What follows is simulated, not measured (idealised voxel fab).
The name of this process module is voxel self aligned vias.
The width of the displayed cross-section, cut, is 235 nm; its cells are square, with a size of 5 nm.
Bands, listed from the top down, are how a cross-section gets written in this document; the cross-section itself is a grid of square cells, and a band is one or more rows of them.
Quick guide to a band line: top height, bottom height (nm) up front; then every material left to right with its width in nm. Only one material and it's marked "throughout"? Then it fills the band edge to edge. And "blank" just means empty space.
Heights are measured from 0, the level below which the as-received wafer is all one material; the lowest band has no bottom and continues downward, written as in "from 0 down".
The expression "30 to 40" gives the width at the extremes of the band, the first number at its top row of cells and the second at its bottom row, with the width changing by equal amounts from each row to the next in between.
Key: "everything unchanged" - step with no changed cell in the cross-section.
Listed in "closed voids": every empty space of 8 or more cells without an open way to the top. Form: width x height at distance, the distance being from the left edge, all in nm.
The remark found on a step's line after its settings is issued by the simulator itself and pertains to that step.
overlay nm, on a step with a mask: how far to the right of its planned place the mask lay; to the left if negative
# Intended process steps
1. op RECEIVE | material Si
2. op CONFORMAL_DEP | material SiO2 | thk nm 10
3. op CONFORMAL_DEP | material SiCN | thk nm 5
4. op DIRECTIONAL_DEP | material lowk | thk nm 25
5. op DIRECTIONAL_DEP | material aC | thk nm 15
6. op PATTERN | tone open | mask id LINES | material resist | width nm 20 | pitch nm 50 | thk nm 35 | overlay nm 0
7. op DIRECTIONAL_ETCH | etch materials aC | depth nm 15
8. op STRIP | etch materials resist
9. op DIRECTIONAL_ETCH | etch materials lowk | depth nm 25
10. op STRIP | etch materials aC
11. op CONFORMAL_DEP | material TiN | thk nm 5
12. op FILL_DEP | material Ru | thk nm 5
13. op CMP | height nm 40
14. op SELECTIVE_ETCH | etch materials W Ru TiN | depth nm 5
15. op FILL_DEP | material SiN | thk nm 5
16. op CMP | height nm 40
17. op DIRECTIONAL_DEP | material lowk | thk nm 20
18. op DIRECTIONAL_DEP | material aC | thk nm 15
19. op PATTERN | tone open | mask id VIAS | material resist | width nm 30 | thk nm 30 | overlay nm 0
20. op DIRECTIONAL_ETCH | etch materials aC | depth nm 15
21. op STRIP | etch materials resist
22. op DIRECTIONAL_ETCH | etch materials lowk | depth nm 20
23. op DIRECTIONAL_ETCH | etch materials SiN | depth nm 5
24. op STRIP | etch materials aC
25. op CONFORMAL_DEP | material TiN | thk nm 5
26. op FILL_DEP | material Ru | thk nm 5
27. op CMP | height nm 60
28. op CONFORMAL_DEP | material SiCN | thk nm 5
# The first wafer of two, processed as planned
# Cross-section of the wafer as it came to us, i.e., already through step 1
	from 0 down = Si throughout
	closed voids: none
# after step 2
	from 10 to 0 = SiO2 throughout
	Rest of section, below 0: as before.
# after step 3
	from 15 to 10 = SiCN throughout
	Rest of section, below 10: as before.
# after step 4
	from 40 to 15 = lowk throughout
	Rest of section, below 15: as before.
# after step 5
	from 55 to 40 = aC throughout
	Rest of section, below 40: as before.
# after step 6
	from 90 to 55 = 80 resist, then 20 blank, then 30 resist, then 20 blank, then 85 resist
	Rest of section, below 55: as before.
# after step 7
	from 75 to 55 = 80 resist, then 20 blank, then 30 resist, then 20 blank, then 85 resist
	from 55 to 40 = 80 aC, then 20 blank, then 30 aC, then 20 blank, then 85 aC
	Rest of section, below 40: as before.
# after step 8
	from 55 to 40 = 80 aC, then 20 blank, then 30 aC, then 20 blank, then 85 aC
	Rest of section, below 40: as before.
# after step 9
	from 55 to 40 = 80 aC, then 20 blank, then 30 aC, then 20 blank, then 85 aC
	from 40 to 15 = 80 lowk, then 20 blank, then 30 lowk, then 20 blank, then 85 lowk
	Rest of section, below 15: as before.
# after step 10
	from 40 to 15 = 80 lowk, then 20 blank, then 30 lowk, then 20 blank, then 85 lowk
	Rest of section, below 15: as before.
# after step 11
	from 45 to 40 = 85 TiN, then 10 blank, then 40 TiN, then 10 blank, then 90 TiN
	from 40 to 20 = 80 lowk, then 5 TiN, then 10 blank, then 5 TiN, then 30 lowk, then 5 TiN, then 10 blank, then 5 TiN, then 85 lowk
	from 20 to 15 = 80 lowk, then 20 TiN, then 30 lowk, then 20 TiN, then 85 lowk
	Rest of section, below 15: as before.
# after step 12
	from 50 to 45 = Ru throughout
	from 45 to 40 = 85 TiN, then 10 Ru, then 40 TiN, then 10 Ru, then 90 TiN
	from 40 to 20 = 80 lowk, then 5 TiN, then 10 Ru, then 5 TiN, then 30 lowk, then 5 TiN, then 10 Ru, then 5 TiN, then 85 lowk
	Rest of section, below 20: as before.
# after step 13
	from 40 to 20 = 80 lowk, then 5 TiN, then 10 Ru, then 5 TiN, then 30 lowk, then 5 TiN, then 10 Ru, then 5 TiN, then 85 lowk
	Rest of section, below 20: as before.
# after step 14
	from 40 to 35 = 80 lowk, then 20 blank, then 30 lowk, then 20 blank, then 85 lowk
	Rest of section, below 35: as before.
# after step 15
	from 45 to 40 = SiN throughout
	from 40 to 35 = 80 lowk, then 20 SiN, then 30 lowk, then 20 SiN, then 85 lowk
	Rest of section, below 35: as before.
# after step 16
	from 40 to 35 = 80 lowk, then 20 SiN, then 30 lowk, then 20 SiN, then 85 lowk
	Rest of section, below 35: as before.
# after step 17
	from 60 to 40 = lowk throughout
	Rest of section, below 40: as before.
# after step 18
	from 75 to 60 = aC throughout
	Rest of section, below 60: as before.
# after step 19
	from 105 to 75 = 75 resist, then 30 blank, then 130 resist
	Rest of section, below 75: as before.
# after step 20
	from 90 to 75 = 75 resist, then 30 blank, then 130 resist
	from 75 to 60 = 75 aC, then 30 blank, then 130 aC
	Rest of section, below 60: as before.
# after step 21
	from 75 to 60 = 75 aC, then 30 blank, then 130 aC
	Rest of section, below 60: as before.
# after step 22
	from 75 to 60 = 75 aC, then 30 blank, then 130 aC
	from 60 to 40 = 75 lowk, then 30 blank, then 130 lowk
	Rest of section, below 40: as before.
# after step 23
	from 75 to 60 = 75 aC, then 30 blank, then 130 aC
	from 60 to 40 = 75 lowk, then 30 blank, then 130 lowk
	from 40 to 35 = 80 lowk, then 20 blank, then 30 lowk, then 20 SiN, then 85 lowk
	Rest of section, below 35: as before.
# after step 24
	from 60 to 40 = 75 lowk, then 30 blank, then 130 lowk
	Rest of section, below 40: as before.
# after step 25
	from 65 to 60 = 80 TiN, then 20 blank, then 135 TiN
	from 60 to 45 = 75 lowk, then 5 TiN, then 20 blank, then 5 TiN, then 130 lowk
	from 45 to 40 = 75 lowk, then 10 TiN, then 10 blank, then 10 TiN, then 130 lowk
	from 40 to 35 = 80 lowk, then 20 TiN, then 30 lowk, then 20 SiN, then 85 lowk
	Rest of section, below 35: as before.
# after step 26
	from 70 to 65 = Ru throughout
	from 65 to 60 = 80 TiN, then 20 Ru, then 135 TiN
	from 60 to 45 = 75 lowk, then 5 TiN, then 20 Ru, then 5 TiN, then 130 lowk
	from 45 to 40 = 75 lowk, then 10 TiN, then 10 Ru, then 10 TiN, then 130 lowk
	Rest of section, below 40: as before.
# after step 27
	from 60 to 45 = 75 lowk, then 5 TiN, then 20 Ru, then 5 TiN, then 130 lowk
	Rest of section, below 45: as before.
# after step 28
	from 65 to 60 = SiCN throughout
	Rest of section, below 60: as before.
# It is to be noted that the second wafer proceeded from the same initial state and according to the same plan as the first, although one mistake was committed in its execution; through step 1, inclusive, the two wafers share an identical history
# Planned end of step 2: second wafer, cross-section
	from 15 to 0 = SiO2 throughout
	Rest of section, below 0: as before.
# Planned end of step 3: second wafer, cross-section
	from 20 to 15 = SiCN throughout
	Rest of section, below 15: as before.
# Planned end of step 4: second wafer, cross-section
	from 45 to 20 = lowk throughout
	Rest of section, below 20: as before.
# Planned end of step 5: second wafer, cross-section
	from 60 to 45 = aC throughout
	Rest of section, below 45: as before.
# Planned end of step 6: second wafer, cross-section
	from 95 to 60 = 80 resist, then 20 blank, then 30 resist, then 20 blank, then 85 resist
	Rest of section, below 60: as before.
# Planned end of step 7: second wafer, cross-section
	from 80 to 60 = 80 resist, then 20 blank, then 30 resist, then 20 blank, then 85 resist
	from 60 to 45 = 80 aC, then 20 blank, then 30 aC, then 20 blank, then 85 aC
	Rest of section, below 45: as before.
# Planned end of step 8: second wafer, cross-section
	from 60 to 45 = 80 aC, then 20 blank, then 30 aC, then 20 blank, then 85 aC
	Rest of section, below 45: as before.
# Planned end of step 9: second wafer, cross-section
	from 60 to 45 = 80 aC, then 20 blank, then 30 aC, then 20 blank, then 85 aC
	from 45 to 20 = 80 lowk, then 20 blank, then 30 lowk, then 20 blank, then 85 lowk
	Rest of section, below 20: as before.
# Planned end of step 10: second wafer, cross-section
	from 45 to 20 = 80 lowk, then 20 blank, then 30 lowk, then 20 blank, then 85 lowk
	Rest of section, below 20: as before.
# Planned end of step 11: second wafer, cross-section
	from 50 to 45 = 85 TiN, then 10 blank, then 40 TiN, then 10 blank, then 90 TiN
	from 45 to 25 = 80 lowk, then 5 TiN, then 10 blank, then 5 TiN, then 30 lowk, then 5 TiN, then 10 blank, then 5 TiN, then 85 lowk
	from 25 to 20 = 80 lowk, then 20 TiN, then 30 lowk, then 20 TiN, then 85 lowk
	Rest of section, below 20: as before.
# Planned end of step 12: second wafer, cross-section
	from 55 to 50 = Ru throughout
	from 50 to 45 = 85 TiN, then 10 Ru, then 40 TiN, then 10 Ru, then 90 TiN
	from 45 to 25 = 80 lowk, then 5 TiN, then 10 Ru, then 5 TiN, then 30 lowk, then 5 TiN, then 10 Ru, then 5 TiN, then 85 lowk
	Rest of section, below 25: as before.
# Planned end of step 13: second wafer, cross-section
	from 40 to 25 = 80 lowk, then 5 TiN, then 10 Ru, then 5 TiN, then 30 lowk, then 5 TiN, then 10 Ru, then 5 TiN, then 85 lowk
	Rest of section, below 25: as before.
# Planned end of step 14: second wafer, cross-section
	from 40 to 35 = 80 lowk, then 20 blank, then 30 lowk, then 20 blank, then 85 lowk
	Rest of section, below 35: as before.
# Planned end of step 15: second wafer, cross-section
	from 45 to 40 = SiN throughout
	from 40 to 35 = 80 lowk, then 20 SiN, then 30 lowk, then 20 SiN, then 85 lowk
	Rest of section, below 35: as before.
# Planned end of step 16: second wafer, cross-section
	from 40 to 35 = 80 lowk, then 20 SiN, then 30 lowk, then 20 SiN, then 85 lowk
	Rest of section, below 35: as before.
# Planned end of step 17: second wafer, cross-section
	from 60 to 40 = lowk throughout
	Rest of section, below 40: as before.
# Planned end of step 18: second wafer, cross-section
	from 75 to 60 = aC throughout
	Rest of section, below 60: as before.
# Planned end of step 19: second wafer, cross-section
	from 105 to 75 = 75 resist, then 30 blank, then 130 resist
	Rest of section, below 75: as before.
# Planned end of step 20: second wafer, cross-section
	from 90 to 75 = 75 resist, then 30 blank, then 130 resist
	from 75 to 60 = 75 aC, then 30 blank, then 130 aC
	Rest of section, below 60: as before.
# Planned end of step 21: second wafer, cross-section
	from 75 to 60 = 75 aC, then 30 blank, then 130 aC
	Rest of section, below 60: as before.
# Planned end of step 22: second wafer, cross-section
	from 75 to 60 = 75 aC, then 30 blank, then 130 aC
	from 60 to 40 = 75 lowk, then 30 blank, then 130 lowk
	Rest of section, below 40: as before.
# Planned end of step 23: second wafer, cross-section
	from 75 to 60 = 75 aC, then 30 blank, then 130 aC
	from 60 to 40 = 75 lowk, then 30 blank, then 130 lowk
	from 40 to 35 = 80 lowk, then 20 blank, then 30 lowk, then 20 SiN, then 85 lowk
	Rest of section, below 35: as before.
# Planned end of step 24: second wafer, cross-section
	from 60 to 40 = 75 lowk, then 30 blank, then 130 lowk
	Rest of section, below 40: as before.
# Planned end of step 25: second wafer, cross-section
	from 65 to 60 = 80 TiN, then 20 blank, then 135 TiN
	from 60 to 45 = 75 lowk, then 5 TiN, then 20 blank, then 5 TiN, then 130 lowk
	from 45 to 40 = 75 lowk, then 10 TiN, then 10 blank, then 10 TiN, then 130 lowk
	from 40 to 35 = 80 lowk, then 20 TiN, then 30 lowk, then 20 SiN, then 85 lowk
	Rest of section, below 35: as before.
# Planned end of step 26: second wafer, cross-section
	from 70 to 65 = Ru throughout
	from 65 to 60 = 80 TiN, then 20 Ru, then 135 TiN
	from 60 to 45 = 75 lowk, then 5 TiN, then 20 Ru, then 5 TiN, then 130 lowk
	from 45 to 40 = 75 lowk, then 10 TiN, then 10 Ru, then 10 TiN, then 130 lowk
	Rest of section, below 40: as before.
# Planned end of step 27: second wafer, cross-section
	from 60 to 45 = 75 lowk, then 5 TiN, then 20 Ru, then 5 TiN, then 130 lowk
	Rest of section, below 45: as before.
# Planned end of step 28: second wafer, cross-section
	from 65 to 60 = SiCN throughout
	Rest of section, below 60: as before.
Run error: note that step 2 departed from the planned setting and was carried out as op CONFORMAL_DEP | material SiO2 | thk nm 15
Wafer comparison, final, in cells, second relative to first, materials more or fewer: Ru -4, SiO2 +47, TiN -4, lowk -39
